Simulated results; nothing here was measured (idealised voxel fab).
process module | voxel air gaps
cross-section cut | 265 nm wide | cells 5 nm
A cross-section is a grid of square cells, given in bands from the top down. A band is one or more rows of cells.
Each band's line starts with the height of the band's top and of its bottom, in nm. Then come its materials from left to right, each with its width in nm. One material with "throughout" fills the band from edge to edge. "air" is empty space.
Height 0 is the level under which the wafer as received is all one material. The lowest band goes on downwards, as in "0 down".
A width such as "30 to 40" changes by the same amount from each row of cells to the next, from the band's top row to its bottom row.
"no change" after a step means that no cell of the cross-section changed.
closed voids: empty space of 8 cells or more with no open way to the top, each as width x height at its distance from the left edge, in nm
after a step's settings: what the simulator itself notes on the step
overlay nm, on a step with a mask: how far to the right of its planned place the mask lay; to the left if negative
plan
1 op RECEIVE | material Si
2 op CONFORMAL_DEP | material SiO2 | thk nm 10
3 op CONFORMAL_DEP | material SiCN | thk nm 5
4 op DIRECTIONAL_DEP | material lowk | thk nm 40
5 op MASKED_ETCH | tone open | mask id LINES | width nm 20 | pitch nm 45 | etch materials lowk | depth nm 40 | overlay nm 0
6 op CONFORMAL_DEP | material TiN | thk nm 5
7 op FILL_DEP | material W | thk nm 5
8 op CMP | height nm 55
9 op EPI | material Ru | thk nm 10
10 op SELECTIVE_ETCH | etch materials lowk | depth nm 50
11 op CONFORMAL_DEP | material SiCN | thk nm 5
as received, after step 1
  0 down: Si throughout
  closed voids: none
first wafer at the end, as planned
  70 to 65: air 60 | SiCN 140 | air 65
  65 to 55: air 60 | SiCN 5 | Ru 40 | SiCN 5 | Ru 40 | SiCN 5 | Ru 40 | SiCN 5 | air 65
  55 to 50: air 60 | SiCN 15 | TiN 5 | W 10 | TiN 5 | SiCN 25 | TiN 5 | W 10 | TiN 5 | SiCN 25 | TiN 5 | W 10 | TiN 5 | SiCN 15 | air 65
  50 to 20: air 70 | SiCN 5 | TiN 5 | W 10 | TiN 5 | SiCN 5 | air 15 | SiCN 5 | TiN 5 | W 10 | TiN 5 | SiCN 5 | air 15 | SiCN 5 | TiN 5 | W 10 | TiN 5 | SiCN 5 | air 75
  20 to 15: SiCN 75 | TiN 20 | SiCN 25 | TiN 20 | SiCN 25 | TiN 20 | SiCN 80
  15 to 10: SiCN throughout
  10 to 0: SiO2 throughout
  0 down: Si throughout
  closed voids: 15 x 30 at 100; 15 x 30 at 145
second wafer at the end: like start, like plan, one mistake
  80 to 75: air 50 | SiCN 160 | air 55
  75 to 55: air 50 | SiCN 5 | Ru 150 | SiCN 5 | air 55
  55 to 50: air 50 | SiCN 25 | TiN 5 | W 10 | TiN 5 | lowk 25 | TiN 5 | W 10 | TiN 5 | lowk 25 | TiN 5 | W 10 | TiN 5 | SiCN 25 | air 55
  50 to 20: air 70 | SiCN 5 | TiN 5 | W 10 | TiN 5 | lowk 25 | TiN 5 | W 10 | TiN 5 | lowk 25 | TiN 5 | W 10 | TiN 5 | SiCN 5 | air 75
  20 to 15: SiCN 75 | TiN 20 | lowk 25 | TiN 20 | lowk 25 | TiN 20 | SiCN 80
  15 to 10: SiCN throughout
  10 to 0: SiO2 throughout
  0 down: Si throughout
  closed voids: none
what went wrong: step 9 was run twice
at the end the second wafer has, in cells: 72 more of Ru | 36 fewer of SiCN | 80 more of lowk
closed voids at the end (first wafer, second wafer): 2, 0
